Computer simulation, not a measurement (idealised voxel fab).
The process module presented herein is designated voxel capacitor over wiring.
Square cells of 5 nm make up the cross-section cut, whose width is 245 nm.
A cross-section in this document is a grid of square cells, and it is written down as bands, the top band listed before the ones below it; a band is made up of one or more rows of cells.
Within each band entry, the heights of the top and of the bottom of the band appear first, in that order and in nm; the materials of the band then follow from left to right, each with its corresponding width in nm. The designation "full width" on a single material indicates that it fills the band from edge to edge; the designation "air" indicates empty space.
Heights are reckoned from 0. Under this level, the received wafer is all of one material. The bottommost band is open-ended downward, for example "0 nm and below".
When a width is written as two numbers, as in "30->40", the first number is the width in the top row of cells of the band and the second is the width in its bottom row, and the width changes by the same amount from each row to the next.
What does "no alterations made" mean for a step? It means no cell of the cross-section changed in that step.
Enclosed voids (no open way to top), threshold 8 cells or more, entry "Fully sealed voids", notation width x height at distance, distance from left edge, nm.
Past the settings on a step's line: simulator remark, on that step.
overlay nm: where the mask lay relative to plan, measured to the right, on steps with a mask; negatives go left.
Process steps - plan:
1,RECEIVE, material Si
2,CONFORMAL_DEP, material SiO2, thk nm 15
3,DIRECTIONAL_DEP, material TiN, thk nm 5
4,DIRECTIONAL_DEP, material W, thk nm 25
5,DIRECTIONAL_DEP, material aC, thk nm 10
6,PATTERN, tone cover, mask id METAL_1, material resist, width nm 25, pitch nm 80, thk nm 30, overlay nm 0
7,DIRECTIONAL_ETCH, etch materials aC, depth nm 10
8,STRIP, etch materials resist
9,DIRECTIONAL_ETCH, etch materials W, depth nm 25
10,DIRECTIONAL_ETCH, etch materials TiN, depth nm 5
11,STRIP, etch materials aC
12,CONFORMAL_DEP, material SiCN, thk nm 5
13,FILL_DEP, material lowk, thk nm 10
14,CMP, height nm 45
15,CONFORMAL_DEP, material SiCN, thk nm 5
16,DIRECTIONAL_DEP, material lowk, thk nm 10
17,DIRECTIONAL_DEP, material aC, thk nm 10
18,PATTERN, tone open, mask id PLUG_1, material resist, width nm 15, thk nm 30, overlay nm 0
19,DIRECTIONAL_ETCH, etch materials aC, depth nm 10
20,STRIP, etch materials resist
21,DIRECTIONAL_ETCH, etch materials lowk, depth nm 10
22,DIRECTIONAL_ETCH, etch materials SiCN, depth nm 5
23,STRIP, etch materials aC
24,CONFORMAL_DEP, material TiN, thk nm 5
25,FILL_DEP, material Cu, thk nm 5
26,CMP, height nm 60
27,DIRECTIONAL_DEP, material TiN, thk nm 5
28,DIRECTIONAL_DEP, material SiN, thk nm 5
29,DIRECTIONAL_DEP, material TiN, thk nm 5
30,DIRECTIONAL_DEP, material aC, thk nm 10
31,PATTERN, tone cover, mask id UPPER_PLATE, material resist, width nm 60, thk nm 30, overlay nm 0
32,DIRECTIONAL_ETCH, etch materials aC, depth nm 10
33,STRIP, etch materials resist
34,DIRECTIONAL_ETCH, etch materials TiN, depth nm 5
35,DIRECTIONAL_ETCH, etch materials SiN, depth nm 5
36,STRIP, etch materials aC
37,PATTERN, tone cover, mask id LOWER_PLATE, material resist, width nm 70, thk nm 20, overlay nm 0
38,DIRECTIONAL_ETCH, etch materials TiN, depth nm 5
39,STRIP, etch materials resist
40,FILL_DEP, material SiO2, thk nm 20
41,CMP, height nm 90
42,MASKED_ETCH, tone open, mask id PLUG_2, width nm 15, etch materials SiO2, depth nm 15, overlay nm 0
43,CONFORMAL_DEP, material TiN, thk nm 5
44,FILL_DEP, material Cu, thk nm 10
45,CMP, height nm 90
46,CONFORMAL_DEP, material SiN, thk nm 5
As-received state of the wafer in cross-section, equivalent to post-step 1:
* 0 nm and below | Si full width
* Fully sealed voids: none
Below is the wafer in cross-section after the module was completed. It began from the starting point shown above and followed the plan shown above, except that one mistake was made while running it:
* 110 nm to 105 nm | SiN full width
* 105 nm to 95 nm | Cu full width
* 95 nm to 90 nm | TiN=95  Cu=5  TiN=145
* 90 nm to 80 nm | SiO2=90  TiN=5  Cu=5  TiN=5  SiO2=140
* 80 nm to 70 nm | SiO2=90->80  TiN=15->60  SiO2=140->105
* 70 nm to 65 nm | SiO2=80  SiN=60  SiO2=105
* 65 nm to 60 nm | SiO2=75  TiN=70  SiO2=100
* 60 nm to 50 nm | lowk=80  TiN=5  Cu=5  TiN=5  lowk=150
* 50 nm to 45 nm | SiCN=80  TiN=15  SiCN=150
* 45 nm to 20 nm | lowk=65  SiCN=5  W=25  SiCN=5  lowk=45  SiCN=5  W=25  SiCN=5  lowk=65
* 20 nm to 15 nm | SiCN=70  TiN=25  SiCN=55  TiN=25  SiCN=70
* 15 nm to 0 nm | SiO2 full width
* 0 nm and below | Si full width
* Fully sealed voids: none
It is concluded that the wafer was processed incorrectly with respect to the plan, in that step 45 of the plan was omitted and not executed
